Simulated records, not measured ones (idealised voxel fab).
The process module presented herein is designated voxel self aligned contacts.
Displayed cross-section: cut, width of 255 nm, square cells sized 5 nm.
Notation: cross-section as square-cell grid; stated in bands, top first, going down; one or more cell rows per band. The band entry comprises the height of the band's top followed by the height of its bottom, expressed in nm, and subsequently the band's materials from left to right, each stated together with its width in nm. Where a single material is marked with the word "everywhere", that material fills the band from edge to edge. The word "blank" represents empty space. All heights in this document are referenced to 0, defined as the level beneath which the wafer, as received, consists entirely of one material. The lowest band is not bounded below; it extends indefinitely downward and is written in the form "0 nm and below". Per-row width for "30->40": begins at first number (top row of band), ends at second number (bottom row), increment between rows held constant. You'll sometimes find "no change" written for a step, and that's the way of saying that nowhere in the cross-section did a cell change during that step. The entry titled "Closed cavities" provides the empty spaces that have no open way to the top, restricted to those of 8 cells or more. Each is presented as width x height at distance, the distance being measured from the left edge, with all three in nm. Whatever follows a step's settings on its line is a remark the simulator itself makes about that step. Among the settings permitted on a step's line is "overlay nm"; applied to a step with a mask, it specifies the extent to which the mask lay to the right of its planned position, whereas a negative figure signifies a position to the left. Each pair below shows a cross-section before one step and the cross-section after it, down to the lowest band that changed. The line under each pair gives the step between them, with its settings. The pairs can come from different runs of this module on the same starting wafer, so a pair continues from the pair above only where its "Before the process" says so.
Before the process
> 80 nm to 50 nm  blank 55  resist 30  blank 30  resist 30  blank 30  resist 30  blank 50
> 50 nm to 40 nm  aC everywhere
> 40 nm to 20 nm  SiN everywhere
> 20 nm to 0 nm  polySi everywhere
> 0 nm to -5 nm  SiO2 everywhere
> -5 nm and below  Si everywhere
> Closed cavities: none
Post-Step Appearance
> 70 nm to 50 nm  blank 55  resist 30  blank 30  resist 30  blank 30  resist 30  blank 50
> 50 nm to 40 nm  blank 55  aC 30  blank 30  aC 30  blank 30  aC 30  blank 50
> Under the height 40 nothing was changed.
> Closed cavities: none
What sits between those two cross-sections? DIRECTIONAL_ETCH [etch materials aC] [depth nm 10]
Before the process: same picture as after in the pair right above, so we don't repeat it.
Post-Step Appearance
> 50 nm to 40 nm  blank 55  aC 30  blank 30  aC 30  blank 30  aC 30  blank 50
> Under the height 40 nothing was changed.
> Closed cavities: none
What sits between those two cross-sections? STRIP [etch materials resist]
Before the process: same picture as after in the pair right above, so we don't repeat it.
Post-Step Appearance
> 50 nm to 40 nm  blank 55  aC 30  blank 30  aC 30  blank 30  aC 30  blank 50
> 40 nm to 20 nm  blank 55  SiN 30  blank 30  SiN 30  blank 30  SiN 30  blank 50
> Under the height 20 nothing was changed.
> Closed cavities: none
What sits between those two cross-sections? DIRECTIONAL_ETCH [etch materials SiN] [depth nm 20]
Before the process: same picture as after in the pair right above, so we don't repeat it.
Post-Step Appearance
> 50 nm to 40 nm  blank 55  aC 30  blank 30  aC 30  blank 30  aC 30  blank 50
> 40 nm to 20 nm  blank 55  SiN 30  blank 30  SiN 30  blank 30  SiN 30  blank 50
> 20 nm to 0 nm  blank 55  polySi 30  blank 30  polySi 30  blank 30  polySi 30  blank 50
> Under the height 0 nothing was changed.
> Closed cavities: none
What sits between those two cross-sections? DIRECTIONAL_ETCH [etch materials polySi] [depth nm 20]
Before the process: same picture as after in the pair right above, so we don't repeat it.
Post-Step Appearance
> 40 nm to 20 nm  blank 55  SiN 30  blank 30  SiN 30  blank 30  SiN 30  blank 50
> Under the height 20 nothing was changed.
> Closed cavities: none
What sits between those two cross-sections? STRIP [etch materials aC]
Before the process: same picture as after in the pair right above, so we don't repeat it.
Post-Step Appearance
> 45 nm to 20 nm  blank 50  SiN 40  blank 20  SiN 40  blank 20  SiN 40  blank 45
> 20 nm to 5 nm  blank 50  SiN 5  polySi 30  SiN 5  blank 20  SiN 5  polySi 30  SiN 5  blank 20  SiN 5  polySi 30  SiN 5  blank 45
> 5 nm to 0 nm  SiN 55  polySi 30  SiN 30  polySi 30  SiN 30  polySi 30  SiN 50
> Under the height 0 nothing was changed.
> Closed cavities: none
What sits between those two cross-sections? CONFORMAL_DEP [material SiN] [thk nm 5]
Before the process: same picture as after in the pair right above, so we don't repeat it.
Post-Step Appearance
> 40 nm to 20 nm  blank 50  SiN 40  blank 20  SiN 40  blank 20  SiN 40  blank 45
> 20 nm to 0 nm  blank 50  SiN 5  polySi 30  SiN 5  blank 20  SiN 5  polySi 30  SiN 5  blank 20  SiN 5  polySi 30  SiN 5  blank 45
> Under the height 0 nothing was changed.
> Closed cavities: none
What sits between those two cross-sections? DIRECTIONAL_ETCH [etch materials SiN] [depth nm 5]
Before the process: same picture as after in the pair right above, so we don't repeat it.
Post-Step Appearance
> 55 nm to 40 nm  SiO2 everywhere
> 40 nm to 20 nm  SiO2 50  SiN 40  SiO2 20  SiN 40  SiO2 20  SiN 40  SiO2 45
> 20 nm to 0 nm  SiO2 50  SiN 5  polySi 30  SiN 5  SiO2 20  SiN 5  polySi 30  SiN 5  SiO2 20  SiN 5  polySi 30  SiN 5  SiO2 45
> Under the height 0 nothing was changed.
> Closed cavities: none
What sits between those two cross-sections? FILL_DEP [material SiO2] [thk nm 15]
Before the process: same picture as after in the pair right above, so we don't repeat it.
Post-Step Appearance
> 45 nm to 40 nm  SiO2 everywhere
> Under the height 40 nothing was changed.
> Closed cavities: none
What sits between those two cross-sections? CMP [height nm 45]
Before the process: same picture as after in the pair right above, so we don't repeat it.
Post-Step Appearance
> 55 nm to 45 nm  aC everywhere
> Under the height 45 nothing was changed.
> Closed cavities: none
What sits between those two cross-sections? DIRECTIONAL_DEP [material aC] [thk nm 10]
Before the process: same picture as after in the pair right above, so we don't repeat it.
Post-Step Appearance
> 80 nm to 55 nm  resist 80  blank 35  resist 25  blank 35  resist 80
> Under the height 55 nothing was changed.
> Closed cavities: none
What sits between those two cross-sections? PATTERN [tone open] [mask id CONTACT] [material resist] [width nm 35] [pitch nm 60] [thk nm 25] [overlay nm 0]
Before the process: same picture as after in the pair right above, so we don't repeat it.
Post-Step Appearance
> 70 nm to 55 nm  resist 80  blank 35  resist 25  blank 35  resist 80
> 55 nm to 45 nm  aC 80  blank 35  aC 25  blank 35  aC 80
> Under the height 45 nothing was changed.
> Closed cavities: none
What sits between those two cross-sections? DIRECTIONAL_ETCH [etch materials aC] [depth nm 10]
Before the process: same picture as after in the pair right above, so we don't repeat it.
Post-Step Appearance
> 55 nm to 45 nm  aC 80  blank 35  aC 25  blank 35  aC 80
> Under the height 45 nothing was changed.
> Closed cavities: none
What sits between those two cross-sections? STRIP [etch materials resist]
Before the process: same picture as after in the pair right above, so we don't repeat it.
Post-Step Appearance
> 55 nm to 45 nm  aC 80  blank 35  aC 25  blank 35  aC 80
> 45 nm to 40 nm  SiO2 80  blank 35  SiO2 25  blank 35  SiO2 80
> 40 nm to 20 nm  SiO2 50  SiN 40  blank 20  SiN 40  blank 20  SiN 40  SiO2 45
> 20 nm to 0 nm  SiO2 50  SiN 5  polySi 30  SiN 5  blank 20  SiN 5  polySi 30  SiN 5  blank 20  SiN 5  polySi 30  SiN 5  SiO2 45
> 0 nm to -5 nm  SiO2 90  blank 20  SiO2 40  blank 20  SiO2 85
> Under the height -5 nothing was changed.
> Closed cavities: none
What sits between those two cross-sections? DIRECTIONAL_ETCH [etch materials SiO2] [depth nm 50]
Before the process: same picture as after in the pair right above, so we don't repeat it.
Post-Step Appearance
> 45 nm to 40 nm  SiO2 80  blank 35  SiO2 25  blank 35  SiO2 80
> Under the height 40 nothing was changed.
> Closed cavities: none
What sits between those two cross-sections? STRIP [etch materials aC]
Before the process: same picture as after in the pair right above, so we don't repeat it.
Post-Step Appearance
> 50 nm to 45 nm  TiN 85  blank 25  TiN 35  blank 25  TiN 85
> 45 nm to 40 nm  SiO2 80  TiN 15  blank 10  TiN 10  SiO2 25  TiN 15  blank 10  TiN 10  SiO2 80
> 40 nm to 20 nm  SiO2 50  SiN 40  TiN 5  blank 10  TiN 5  SiN 40  TiN 5  blank 10  TiN 5  SiN 40  SiO2 45
> 20 nm to 0 nm  SiO2 50  SiN 5  polySi 30  SiN 5  TiN 5  blank 10  TiN 5  SiN 5  polySi 30  SiN 5  TiN 5  blank 10  TiN 5  SiN 5  polySi 30  SiN 5  SiO2 45
> 0 nm to -5 nm  SiO2 90  TiN 20  SiO2 40  TiN 20  SiO2 85
> Under the height -5 nothing was changed.
> Closed cavities: none
What sits between those two cross-sections? CONFORMAL_DEP [material TiN] [thk nm 5]
Before the process: same picture as after in the pair right above, so we don't repeat it.
Post-Step Appearance
> 60 nm to 50 nm  W everywhere
> 50 nm to 45 nm  TiN 85  W 25  TiN 35  W 25  TiN 85
> 45 nm to 40 nm  SiO2 80  TiN 15  W 10  TiN 10  SiO2 25  TiN 15  W 10  TiN 10  SiO2 80
> 40 nm to 20 nm  SiO2 50  SiN 40  TiN 5  W 10  TiN 5  SiN 40  TiN 5  W 10  TiN 5  SiN 40  SiO2 45
> 20 nm to 0 nm  SiO2 50  SiN 5  polySi 30  SiN 5  TiN 5  W 10  TiN 5  SiN 5  polySi 30  SiN 5  TiN 5  W 10  TiN 5  SiN 5  polySi 30  SiN 5  SiO2 45
> Under the height 0 nothing was changed.
> Closed cavities: none
What sits between those two cross-sections? FILL_DEP [material W] [thk nm 10]
Before the process: same picture as after in the pair right above, so we don't repeat it.
Post-Step Appearance
> 45 nm to 40 nm  SiO2 80  TiN 15  W 10  TiN 10  SiO2 25  TiN 15  W 10  TiN 10  SiO2 80
> Under the height 40 nothing was changed.
> Closed cavities: none
What sits between those two cross-sections? CMP [height nm 45]
Before the process: same picture as after in the pair right above, so we don't repeat it.
Post-Step Appearance
> 50 nm to 45 nm  SiCN everywhere
> Under the height 45 nothing was changed.
> Closed cavities: none
What sits between those two cross-sections? CONFORMAL_DEP [material SiCN] [thk nm 5]
Before the process
> 50 nm to 40 nm  aC everywhere
> 40 nm to 20 nm  SiN everywhere
> 20 nm to 0 nm  polySi everywhere
> 0 nm to -5 nm  SiO2 everywhere
> -5 nm and below  Si everywhere
> Closed cavities: none
Post-Step Appearance
> 80 nm to 50 nm  blank 45  resist 35  blank 25  resist 35  blank 25  resist 35  blank 55
> Under the height 50 nothing was changed.
> Closed cavities: none
What sits between those two cross-sections? PATTERN [tone cover] [mask id GATE] [material resist] [width nm 35] [pitch nm 60] [thk nm 30] [overlay nm -5]
Before the process: same picture as after in the pair right above, so we don't repeat it.
Post-Step Appearance
> 70 nm to 50 nm  blank 45  resist 35  blank 25  resist 35  blank 25  resist 35  blank 55
> 50 nm to 40 nm  blank 45  aC 35  blank 25  aC 35  blank 25  aC 35  blank 55
> Under the height 40 nothing was changed.
> Closed cavities: none
What sits between those two cross-sections? DIRECTIONAL_ETCH [etch materials aC] [depth nm 10]
Before the process: same picture as after in the pair right above, so we don't repeat it.
Post-Step Appearance
> 50 nm to 40 nm  blank 45  aC 35  blank 25  aC 35  blank 25  aC 35  blank 55
> Under the height 40 nothing was changed.
> Closed cavities: none
What sits between those two cross-sections? STRIP [etch materials resist]
Before the process: same picture as after in the pair right above, so we don't repeat it.
Post-Step Appearance
> 50 nm to 40 nm  blank 45  aC 35  blank 25  aC 35  blank 25  aC 35  blank 55
> 40 nm to 20 nm  blank 45  SiN 35  blank 25  SiN 35  blank 25  SiN 35  blank 55
> Under the height 20 nothing was changed.
> Closed cavities: none
What sits between those two cross-sections? DIRECTIONAL_ETCH [etch materials SiN] [depth nm 20]
Before the process: same picture as after in the pair right above, so we don't repeat it.
Post-Step Appearance
> 50 nm to 40 nm  blank 45  aC 35  blank 25  aC 35  blank 25  aC 35  blank 55
> 40 nm to 20 nm  blank 45  SiN 35  blank 25  SiN 35  blank 25  SiN 35  blank 55
> 20 nm to 0 nm  blank 45  polySi 35  blank 25  polySi 35  blank 25  polySi 35  blank 55
> Under the height 0 nothing was changed.
> Closed cavities: none
What sits between those two cross-sections? DIRECTIONAL_ETCH [etch materials polySi] [depth nm 20]
Before the process: same picture as after in the pair right above, so we don't repeat it.
Post-Step Appearance
> 40 nm to 20 nm  blank 45  SiN 35  blank 25  SiN 35  blank 25  SiN 35  blank 55
> Under the height 20 nothing was changed.
> Closed cavities: none
What sits between those two cross-sections? STRIP [etch materials aC]
Before the process: same picture as after in the pair right above, so we don't repeat it.
Post-Step Appearance
> 45 nm to 20 nm  blank 40  SiN 45  blank 15  SiN 45  blank 15  SiN 45  blank 50
> 20 nm to 5 nm  blank 40  SiN 5  polySi 35  SiN 5  blank 15  SiN 5  polySi 35  SiN 5  blank 15  SiN 5  polySi 35  SiN 5  blank 50
> 5 nm to 0 nm  SiN 45  polySi 35  SiN 25  polySi 35  SiN 25  polySi 35  SiN 55
> Under the height 0 nothing was changed.
> Closed cavities: none
What sits between those two cross-sections? CONFORMAL_DEP [material SiN] [thk nm 5]
Before the process: same picture as after in the pair right above, so we don't repeat it.
Post-Step Appearance
> 40 nm to 20 nm  blank 40  SiN 45  blank 15  SiN 45  blank 15  SiN 45  blank 50
> 20 nm to 0 nm  blank 40  SiN 5  polySi 35  SiN 5  blank 15  SiN 5  polySi 35  SiN 5  blank 15  SiN 5  polySi 35  SiN 5  blank 50
> Under the height 0 nothing was changed.
> Closed cavities: none
What sits between those two cross-sections? DIRECTIONAL_ETCH [etch materials SiN] [depth nm 5]
Before the process: same picture as after in the pair right above, so we don't repeat it.
Post-Step Appearance
> 55 nm to 40 nm  SiO2 everywhere
> 40 nm to 20 nm  SiO2 40  SiN 45  SiO2 15  SiN 45  SiO2 15  SiN 45  SiO2 50
> 20 nm to 0 nm  SiO2 40  SiN 5  polySi 35  SiN 5  SiO2 15  SiN 5  polySi 35  SiN 5  SiO2 15  SiN 5  polySi 35  SiN 5  SiO2 50
> Under the height 0 nothing was changed.
> Closed cavities: none
What sits between those two cross-sections? FILL_DEP [material SiO2] [thk nm 15]
Before the process: same picture as after in the pair right above, so we don't repeat it.
Post-Step Appearance
> 45 nm to 40 nm  SiO2 everywhere
> Under the height 40 nothing was changed.
> Closed cavities: none
What sits between those two cross-sections? CMP [height nm 45]
Before the process: same picture as after in the pair right above, so we don't repeat it.
Post-Step Appearance
> 55 nm to 45 nm  aC everywhere
> Under the height 45 nothing was changed.
> Closed cavities: none
What sits between those two cross-sections? DIRECTIONAL_DEP [material aC] [thk nm 10]
Before the process: same picture as after in the pair right above, so we don't repeat it.
Post-Step Appearance
> 80 nm to 55 nm  resist 80  blank 35  resist 25  blank 35  resist 80
> Under the height 55 nothing was changed.
> Closed cavities: none
What sits between those two cross-sections? PATTERN [tone open] [mask id CONTACT] [material resist] [width nm 35] [pitch nm 60] [thk nm 25] [overlay nm 0]
Before the process: same picture as after in the pair right above, so we don't repeat it.
Post-Step Appearance
> 70 nm to 55 nm  resist 80  blank 35  resist 25  blank 35  resist 80
> 55 nm to 45 nm  aC 80  blank 35  aC 25  blank 35  aC 80
> Under the height 45 nothing was changed.
> Closed cavities: none
What sits between those two cross-sections? DIRECTIONAL_ETCH [etch materials aC] [depth nm 10]
Before the process: same picture as after in the pair right above, so we don't repeat it.
Post-Step Appearance
> 55 nm to 45 nm  aC 80  blank 35  aC 25  blank 35  aC 80
> Under the height 45 nothing was changed.
> Closed cavities: none
What sits between those two cross-sections? STRIP [etch materials resist]
Before the process: same picture as after in the pair right above, so we don't repeat it.
Post-Step Appearance
> 55 nm to 45 nm  aC 80  blank 35  aC 25  blank 35  aC 80
> 45 nm to 40 nm  SiO2 80  blank 35  SiO2 25  blank 35  SiO2 80
> 40 nm to 20 nm  SiO2 40  SiN 45  blank 15  SiN 45  blank 15  SiN 45  SiO2 50
> 20 nm to 0 nm  SiO2 40  SiN 5  polySi 35  SiN 5  blank 15  SiN 5  polySi 35  SiN 5  blank 15  SiN 5  polySi 35  SiN 5  SiO2 50
> 0 nm to -5 nm  SiO2 85  blank 15  SiO2 45  blank 15  SiO2 95
> Under the height -5 nothing was changed.
> Closed cavities: none
What sits between those two cross-sections? DIRECTIONAL_ETCH [etch materials SiO2] [depth nm 50]
Before the process: same picture as after in the pair right above, so we don't repeat it.
Post-Step Appearance
> 45 nm to 40 nm  SiO2 80  blank 35  SiO2 25  blank 35  SiO2 80
> Under the height 40 nothing was changed.
> Closed cavities: none
What sits between those two cross-sections? STRIP [etch materials aC]
Before the process: same picture as after in the pair right above, so we don't repeat it.
Post-Step Appearance
> 50 nm to 45 nm  TiN 85  blank 25  TiN 35  blank 25  TiN 85
> 45 nm to 40 nm  SiO2 80  TiN 10  blank 5  TiN 20  SiO2 25  TiN 10  blank 5  TiN 20  SiO2 80
> 40 nm to 20 nm  SiO2 40  SiN 45  TiN 5  blank 5  TiN 5  SiN 45  TiN 5  blank 5  TiN 5  SiN 45  SiO2 50
> 20 nm to 0 nm  SiO2 40  SiN 5  polySi 35  SiN 5  TiN 5  blank 5  TiN 5  SiN 5  polySi 35  SiN 5  TiN 5  blank 5  TiN 5  SiN 5  polySi 35  SiN 5  SiO2 50
> 0 nm to -5 nm  SiO2 85  TiN 15  SiO2 45  TiN 15  SiO2 95
> Under the height -5 nothing was changed.
> Closed cavities: none
What sits between those two cross-sections? CONFORMAL_DEP [material TiN] [thk nm 5]
Before the process: same picture as after in the pair right above, so we don't repeat it.
Post-Step Appearance
> 60 nm to 50 nm  W everywhere
> 50 nm to 45 nm  TiN 85  W 25  TiN 35  W 25  TiN 85
> 45 nm to 40 nm  SiO2 80  TiN 10  W 5  TiN 20  SiO2 25  TiN 10  W 5  TiN 20  SiO2 80
> 40 nm to 20 nm  SiO2 40  SiN 45  TiN 5  W 5  TiN 5  SiN 45  TiN 5  W 5  TiN 5  SiN 45  SiO2 50
> 20 nm to 0 nm  SiO2 40  SiN 5  polySi 35  SiN 5  TiN 5  W 5  TiN 5  SiN 5  polySi 35  SiN 5  TiN 5  W 5  TiN 5  SiN 5  polySi 35  SiN 5  SiO2 50
> Under the height 0 nothing was changed.
> Closed cavities: none
What sits between those two cross-sections? FILL_DEP [material W] [thk nm 10]
Before the process: same picture as after in the pair right above, so we don't repeat it.
Post-Step Appearance
> 45 nm to 40 nm  SiO2 80  TiN 10  W 5  TiN 20  SiO2 25  TiN 10  W 5  TiN 20  SiO2 80
> Under the height 40 nothing was changed.
> Closed cavities: none
What sits between those two cross-sections? CMP [height nm 45]
Before the process: same picture as after in the pair right above, so we don't repeat it.
Post-Step Appearance
> 50 nm to 45 nm  SiCN everywhere
> Under the height 45 nothing was changed.
> Closed cavities: none
What sits between those two cross-sections? CONFORMAL_DEP [material SiCN] [thk nm 5]
Before the process
> 45 nm to 40 nm  SiO2 80  blank 35  SiO2 25  blank 35  SiO2 80
> 40 nm to 20 nm  SiO2 45  SiN 45  blank 15  SiN 45  blank 15  SiN 45  SiO2 45
> 20 nm to 0 nm  SiO2 45  SiN 5  polySi 35  SiN 5  blank 15  SiN 5  polySi 35  SiN 5  blank 15  SiN 5  polySi 35  SiN 5  SiO2 45
> 0 nm to -5 nm  SiO2 90  blank 15  SiO2 45  blank 15  SiO2 90
> -5 nm and below  Si everywhere
> Closed cavities: none
Post-Step Appearance
> 50 nm to 45 nm  aC 85  blank 25  aC 35  blank 25  aC 85
> 45 nm to 40 nm  SiO2 80  aC 15  blank 5  aC 15  SiO2 25  aC 15  blank 5  aC 15  SiO2 80
> 40 nm to 20 nm  SiO2 45  SiN 45  aC 5  blank 5  aC 5  SiN 45  aC 5  blank 5  aC 5  SiN 45  SiO2 45
> 20 nm to 0 nm  SiO2 45  SiN 5  polySi 35  SiN 5  aC 5  blank 5  aC 5  SiN 5  polySi 35  SiN 5  aC 5  blank 5  aC 5  SiN 5  polySi 35  SiN 5  SiO2 45
> 0 nm to -5 nm  SiO2 90  aC 15  SiO2 45  aC 15  SiO2 90
> Under the height -5 nothing was changed.
> Closed cavities: none
What sits between those two cross-sections? CONFORMAL_DEP [material aC] [thk nm 5]
Before the process: same picture as after in the pair right above, so we don't repeat it.
Post-Step Appearance
> 60 nm to 50 nm  W everywhere
> 50 nm to 45 nm  aC 85  W 25  aC 35  W 25  aC 85
> 45 nm to 40 nm  SiO2 80  aC 15  W 5  aC 15  SiO2 25  aC 15  W 5  aC 15  SiO2 80
> 40 nm to 20 nm  SiO2 45  SiN 45  aC 5  W 5  aC 5  SiN 45  aC 5  W 5  aC 5  SiN 45  SiO2 45
> 20 nm to 0 nm  SiO2 45  SiN 5  polySi 35  SiN 5  aC 5  W 5  aC 5  SiN 5  polySi 35  SiN 5  aC 5  W 5  aC 5  SiN 5  polySi 35  SiN 5  SiO2 45
> Under the height 0 nothing was changed.
> Closed cavities: none
What sits between those two cross-sections? FILL_DEP [material W] [thk nm 10]
Before the process: same picture as after in the pair right above, so we don't repeat it.
Post-Step Appearance
> 45 nm to 40 nm  SiO2 80  aC 15  W 5  aC 15  SiO2 25  aC 15  W 5  aC 15  SiO2 80
> Under the height 40 nothing was changed.
> Closed cavities: none
What sits between those two cross-sections? CMP [height nm 45]
Before the process: same picture as after in the pair right above, so we don't repeat it.
Post-Step Appearance
> 50 nm to 45 nm  SiCN everywhere
> Under the height 45 nothing was changed.
> Closed cavities: none
What sits between those two cross-sections? CONFORMAL_DEP [material SiCN] [thk nm 5]
Before the process
> 55 nm to 45 nm  aC everywhere
> 45 nm to 40 nm  SiO2 everywhere
> 40 nm to 20 nm  SiO2 45  SiN 45  SiO2 15  SiN 45  SiO2 15  SiN 45  SiO2 45
> 20 nm to 0 nm  SiO2 45  SiN 5  polySi 35  SiN 5  SiO2 15  SiN 5  polySi 35  SiN 5  SiO2 15  SiN 5  polySi 35  SiN 5  SiO2 45
> 0 nm to -5 nm  SiO2 everywhere
> -5 nm and below  Si everywhere
> Closed cavities: none
Post-Step Appearance
> 80 nm to 55 nm  blank 80  resist 35  blank 25  resist 35  blank 80
> Under the height 55 nothing was changed.
> Closed cavities: none
What sits between those two cross-sections? PATTERN [tone cover] [mask id CONTACT] [material resist] [width nm 35] [pitch nm 60] [thk nm 25] [overlay nm 0]
Before the process: same picture as after in the pair right above, so we don't repeat it.
Post-Step Appearance
> 70 nm to 55 nm  blank 80  resist 35  blank 25  resist 35  blank 80
> 55 nm to 45 nm  blank 80  aC 35  blank 25  aC 35  blank 80
> Under the height 45 nothing was changed.
> Closed cavities: none
What sits between those two cross-sections? DIRECTIONAL_ETCH [etch materials aC] [depth nm 10]
Before the process: same picture as after in the pair right above, so we don't repeat it.
Post-Step Appearance
> 55 nm to 45 nm  blank 80  aC 35  blank 25  aC 35  blank 80
> Under the height 45 nothing was changed.
> Closed cavities: none
What sits between those two cross-sections? STRIP [etch materials resist]
Before the process: same picture as after in the pair right above, so we don't repeat it.
Post-Step Appearance
> 55 nm to 45 nm  blank 80  aC 35  blank 25  aC 35  blank 80
> 45 nm to 40 nm  blank 80  SiO2 35  blank 25  SiO2 35  blank 80
> 40 nm to 20 nm  blank 45  SiN 45  SiO2 15  SiN 45  SiO2 15  SiN 45  blank 45
> 20 nm to 0 nm  blank 45  SiN 5  polySi 35  SiN 5  SiO2 15  SiN 5  polySi 35  SiN 5  SiO2 15  SiN 5  polySi 35  SiN 5  blank 45
> 0 nm to -5 nm  blank 45  SiO2 165  blank 45
> Under the height -5 nothing was changed.
> Closed cavities: none
What sits between those two cross-sections? DIRECTIONAL_ETCH [etch materials SiO2] [depth nm 50]
Before the process: same picture as after in the pair right above, so we don't repeat it.
Post-Step Appearance
> 45 nm to 40 nm  blank 80  SiO2 35  blank 25  SiO2 35  blank 80
> Under the height 40 nothing was changed.
> Closed cavities: none
What sits between those two cross-sections? STRIP [etch materials aC]
Before the process: same picture as after in the pair right above, so we don't repeat it.
Post-Step Appearance
> 50 nm to 45 nm  blank 75  TiN 45  blank 15  TiN 45  blank 75
> 45 nm to 40 nm  blank 40  TiN 40  SiO2 35  TiN 25  SiO2 35  TiN 40  blank 40
> 40 nm to 20 nm  blank 40  TiN 5  SiN 45  SiO2 15  SiN 45  SiO2 15  SiN 45  TiN 5  blank 40
> 20 nm to 0 nm  blank 40  TiN 5  SiN 5  polySi 35  SiN 5  SiO2 15  SiN 5  polySi 35  SiN 5  SiO2 15  SiN 5  polySi 35  SiN 5  TiN 5  blank 40
> 0 nm to -5 nm  TiN 45  SiO2 165  TiN 45
> Under the height -5 nothing was changed.
> Closed cavities: none
What sits between those two cross-sections? CONFORMAL_DEP [material TiN] [thk nm 5]
Before the process: same picture as after in the pair right above, so we don't repeat it.
Post-Step Appearance
> 60 nm to 50 nm  W everywhere
> 50 nm to 45 nm  W 75  TiN 45  W 15  TiN 45  W 75
> 45 nm to 40 nm  W 40  TiN 40  SiO2 35  TiN 25  SiO2 35  TiN 40  W 40
> 40 nm to 20 nm  W 40  TiN 5  SiN 45  SiO2 15  SiN 45  SiO2 15  SiN 45  TiN 5  W 40
> 20 nm to 0 nm  W 40  TiN 5  SiN 5  polySi 35  SiN 5  SiO2 15  SiN 5  polySi 35  SiN 5  SiO2 15  SiN 5  polySi 35  SiN 5  TiN 5  W 40
> Under the height 0 nothing was changed.
> Closed cavities: none
What sits between those two cross-sections? FILL_DEP [material W] [thk nm 10]
Before the process: same picture as after in the pair right above, so we don't repeat it.
Post-Step Appearance
> 45 nm to 40 nm  W 40  TiN 40  SiO2 35  TiN 25  SiO2 35  TiN 40  W 40
> Under the height 40 nothing was changed.
> Closed cavities: none
What sits between those two cross-sections? CMP [height nm 45]
Before the process: same picture as after in the pair right above, so we don't repeat it.
Post-Step Appearance
> 50 nm to 45 nm  SiCN everywhere
> Under the height 45 nothing was changed.
> Closed cavities: none
What sits between those two cross-sections? CONFORMAL_DEP [material SiCN] [thk nm 5]
